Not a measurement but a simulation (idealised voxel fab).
Name of the process module below: voxel air gaps
The width of the displayed cross-section, cut, is 165 nm; its cells are square, with a size of 5 nm.
Cross-section = grid of square cells, listed top down in bands; band = one or more rows. Band: top and bottom heights (nm) first, top before bottom; then materials from left to right, widths in nm. "everywhere" marks a sole material filling the band edge to edge. "air" denotes empty space. The level at which height equals 0 is the one under which the wafer, as it arrives, is entirely one material. No lower edge exists for the bottom band, which continues downward and is notated as in "0 and below". When a width is written as two numbers, as in "30 to 40", the first number is the width in the top row of cells of the band and the second is the width in its bottom row, and the width changes by the same amount from each row to the next. Given "no modification" for a step, no cell of the cross-section differs between before and after that step. Voids not open to the top, 8 cells minimum: see "Unvented internal voids". Written width x height at distance; distance is from the left edge; nm. The remark found on a step's line after its settings is issued by the simulator itself and pertains to that step. "overlay nm" answers the question of how far to the right of plan the mask lay on a step that has a mask, and when it is negative the answer is to the left.

The following list gives the planned process steps:
1: op RECEIVE | material Si
2: op CONFORMAL_DEP | material SiO2 | thk nm 15
3: op CONFORMAL_DEP | material SiCN | thk nm 5
4: op DIRECTIONAL_DEP | material SiO2 | thk nm 30
5: op DIRECTIONAL_DEP | material aC | thk nm 10
6: op PATTERN | tone open | mask id LINES | material resist | width nm 15 | pitch nm 40 | thk nm 25 | overlay nm 0
7: op DIRECTIONAL_ETCH | etch materials aC | depth nm 10
8: op STRIP | etch materials resist
9: op DIRECTIONAL_ETCH | etch materials SiO2 | depth nm 30
10: op STRIP | etch materials aC
11: op CONFORMAL_DEP | material TiN | thk nm 5
12: op FILL_DEP | material W | thk nm 10
13: op CMP | height nm 50
14: op EPI | material Ru | thk nm 10
15: op SELECTIVE_ETCH | etch materials SiO2 | depth nm 40
16: op CONFORMAL_DEP | material SiCN | thk nm 5

Cross-section of the incoming wafer, state after step 1:
0 and below  Si everywhere
Unvented internal voids: none

First of two wafers at the end of the module, shown in cross-section; run carried out as planned:
65 down to 60  20 air, then 125 SiCN, then 20 air
60 down to 50  20 air, then 5 SiCN, then 35 Ru, then 5 SiCN, then 35 Ru, then 5 SiCN, then 35 Ru, then 5 SiCN, then 20 air
50 down to 45  20 air, then 15 SiCN, then 5 TiN, then 5 W, then 5 TiN, then 25 SiCN, then 5 TiN, then 5 W, then 5 TiN, then 25 SiCN, then 5 TiN, then 5 W, then 5 TiN, then 15 SiCN, then 20 air
45 down to 25  30 air, then 5 SiCN, then 5 TiN, then 5 W, then 5 TiN, then 5 SiCN, then 15 air, then 5 SiCN, then 5 TiN, then 5 W, then 5 TiN, then 5 SiCN, then 15 air, then 5 SiCN, then 5 TiN, then 5 W, then 5 TiN, then 5 SiCN, then 30 air
25 down to 20  35 SiCN, then 15 TiN, then 25 SiCN, then 15 TiN, then 25 SiCN, then 15 TiN, then 35 SiCN
20 down to 15  SiCN everywhere
15 down to 0  SiO2 everywhere
0 and below  Si everywhere
Unvented internal voids: 15 x 20 at 55; 15 x 20 at 95

Here's the second of our two wafers sectioned at module end. Same start as the first, same plan, but one mistake got made running it:
65 down to 60  SiCN everywhere
60 down to 50  Ru everywhere
50 down to 25  30 W, then 5 TiN, then 15 SiO2, then 5 TiN, then 15 W, then 5 TiN, then 15 SiO2, then 5 TiN, then 15 W, then 5 TiN, then 15 SiO2, then 5 TiN, then 30 W
25 down to 20  35 TiN, then 15 SiO2, then 25 TiN, then 15 SiO2, then 25 TiN, then 15 SiO2, then 35 TiN
20 down to 15  SiCN everywhere
15 down to 0  SiO2 everywhere
0 and below  Si everywhere
Unvented internal voids: none
What was done differently from what was planned? note that step 6 departed from the planned setting and was carried out as op PATTERN | tone cover | mask id LINES | material resist | width nm 15 | pitch nm 40 | thk nm 25 | overlay nm 0
At the finish, the second wafer shows more or fewer cells for some materials than the first does: 24 more of Ru; 64 fewer of SiCN; 54 more of SiO2; 15 more of TiN; 75 more of W
closed voids at the end (first wafer, second wafer): 2, 0
